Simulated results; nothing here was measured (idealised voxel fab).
Presented below is a process module, voxel self aligned vias.
Xsec cut, 255 nm wide, square cell size 5 nm.
Just so we're on the same page, the cross-sections are grids of square cells, and they're listed out in bands top to bottom, each band one or more rows deep.
The band entry comprises the height of the band's top followed by the height of its bottom, expressed in nm, and subsequently the band's materials from left to right, each stated together with its width in nm. Where a single material is marked with the word "full width", that material fills the band from edge to edge. The word "blank" represents empty space.
Heights are measured from 0, the level below which the as-received wafer is all one material; the lowest band has no bottom and continues downward, written as in "0 down".
Read "30 to 40" as a graded width: first number on top, second number at the bottom, same change between each pair of neighbouring rows.
Given "nothing got changed" for a step, no cell of the cross-section differs between before and after that step.
"Cavities, sealed" contains a list of empty spaces, each no smaller than 8 cells and without an open way to the top, written in the form width x height at distance with the distance from the left edge and all three in nm.
On a step's line, text after the settings is the simulator commenting on that step.
For masked steps, "overlay nm" on the step line gives how far right of plan the mask actually lay; a minus sign means it lay to the left.

## Process steps - plan
- 1: op RECEIVE | material Si
- 2: op CONFORMAL_DEP | material SiO2 | thk nm 10
- 3: op CONFORMAL_DEP | material SiCN | thk nm 5
- 4: op DIRECTIONAL_DEP | material SiO2 | thk nm 25
- 5: op DIRECTIONAL_DEP | material aC | thk nm 15
- 6: op PATTERN | tone open | mask id LINES | material resist | width nm 15 | pitch nm 75 | thk nm 30 | overlay nm 0
- 7: op DIRECTIONAL_ETCH | etch materials aC | depth nm 15
- 8: op STRIP | etch materials resist
- 9: op DIRECTIONAL_ETCH | etch materials SiO2 | depth nm 25
- 10: op STRIP | etch materials aC
- 11: op CONFORMAL_DEP | material TiN | thk nm 5
- 12: op FILL_DEP | material Ru | thk nm 5
- 13: op CMP | height nm 40
- 14: op SELECTIVE_ETCH | etch materials W Ru TiN | depth nm 10
- 15: op FILL_DEP | material SiN | thk nm 5
- 16: op CMP | height nm 40
- 17: op DIRECTIONAL_DEP | material SiO2 | thk nm 15
- 18: op PATTERN | tone open | mask id VIAS | material resist | width nm 45 | pitch nm 150 | thk nm 15 | overlay nm 0
- 19: op DIRECTIONAL_ETCH | etch materials SiO2 | depth nm 15
- 20: op DIRECTIONAL_ETCH | etch materials SiN | depth nm 10
- 21: op STRIP | etch materials resist
- 22: op CONFORMAL_DEP | material TiN | thk nm 5
- 23: op FILL_DEP | material Cu | thk nm 10
- 24: op CMP | height nm 55
- 25: op CONFORMAL_DEP | material SiN | thk nm 5
Split variable: width nm, step 6. Plan value = first wafer. Wafers start alike.

## After step 1, as received: first of several wafers, cross-section
    0 down: Si full width
    Cavities, sealed: none

## Depicted here is the first of several wafers in cross-section, at module completion following the last step, step 25
    60 to 55: SiN full width
    55 to 45: 30 of SiO2  5 of TiN  35 of Cu  5 of TiN  105 of SiO2  5 of TiN  35 of Cu  5 of TiN  30 of SiO2
    45 to 40: 30 of SiO2  20 of TiN  5 of Cu  20 of TiN  105 of SiO2  20 of TiN  5 of Cu  20 of TiN  30 of SiO2
    40 to 35: 45 of SiO2  5 of TiN  5 of Cu  5 of TiN  60 of SiO2  15 of SiN  60 of SiO2  5 of TiN  5 of Cu  5 of TiN  45 of SiO2
    35 to 30: 45 of SiO2  15 of TiN  60 of SiO2  15 of SiN  60 of SiO2  15 of TiN  45 of SiO2
    30 to 20: 45 of SiO2  5 of TiN  5 of Ru  5 of TiN  60 of SiO2  5 of TiN  5 of Ru  5 of TiN  60 of SiO2  5 of TiN  5 of Ru  5 of TiN  45 of SiO2
    20 to 15: 45 of SiO2  15 of TiN  60 of SiO2  15 of TiN  60 of SiO2  15 of TiN  45 of SiO2
    15 to 10: SiCN full width
    10 to 0: SiO2 full width
    0 down: Si full width
    Cavities, sealed: none

## last wafer at the end
    60 to 55: SiN full width
    55 to 45: 30 of SiO2  5 of TiN  35 of Cu  5 of TiN  105 of SiO2  5 of TiN  35 of Cu  5 of TiN  30 of SiO2
    45 to 40: 30 of SiO2  10 of TiN  30 of Cu  5 of TiN  105 of SiO2  10 of TiN  30 of Cu  5 of TiN  30 of SiO2
    40 to 35: 35 of SiO2  5 of TiN  30 of Cu  5 of TiN  35 of SiO2  40 of SiN  35 of SiO2  5 of TiN  30 of Cu  5 of TiN  30 of SiO2
    35 to 30: 35 of SiO2  40 of TiN  35 of SiO2  40 of SiN  35 of SiO2  40 of TiN  30 of SiO2
    30 to 20: 35 of SiO2  5 of TiN  30 of Ru  5 of TiN  35 of SiO2  5 of TiN  30 of Ru  5 of TiN  35 of SiO2  5 of TiN  30 of Ru  5 of TiN  30 of SiO2
    20 to 15: 35 of SiO2  40 of TiN  35 of SiO2  40 of TiN  35 of SiO2  40 of TiN  30 of SiO2
    15 to 10: SiCN full width
    10 to 0: SiO2 full width
    0 down: Si full width
    Cavities, sealed: none

## Below is a per-wafer table. In it, each row describes the wafer at the end of the module by giving, for each material, the number of cells gained (+) or lost (-) since the wafer was received, and after that the closed voids of the wafer
width nm 15; +32 Cu; +6 Ru; +51 SiCN; +57 SiN; +411 SiO2; +55 TiN; Cavities, sealed: none
width nm 20; +36 Cu; +12 Ru; +51 SiCN; +59 SiN; +396 SiO2; +58 TiN; Cavities, sealed: none
width nm 25; +40 Cu; +18 Ru; +51 SiCN; +61 SiN; +381 SiO2; +61 TiN; Cavities, sealed: none
width nm 30; +44 Cu; +24 Ru; +51 SiCN; +63 SiN; +366 SiO2; +64 TiN; Cavities, sealed: none
width nm 35; +48 Cu; +30 Ru; +51 SiCN; +65 SiN; +351 SiO2; +67 TiN; Cavities, sealed: none
width nm 40; +52 Cu; +36 Ru; +51 SiCN; +67 SiN; +336 SiO2; +70 TiN; Cavities, sealed: none
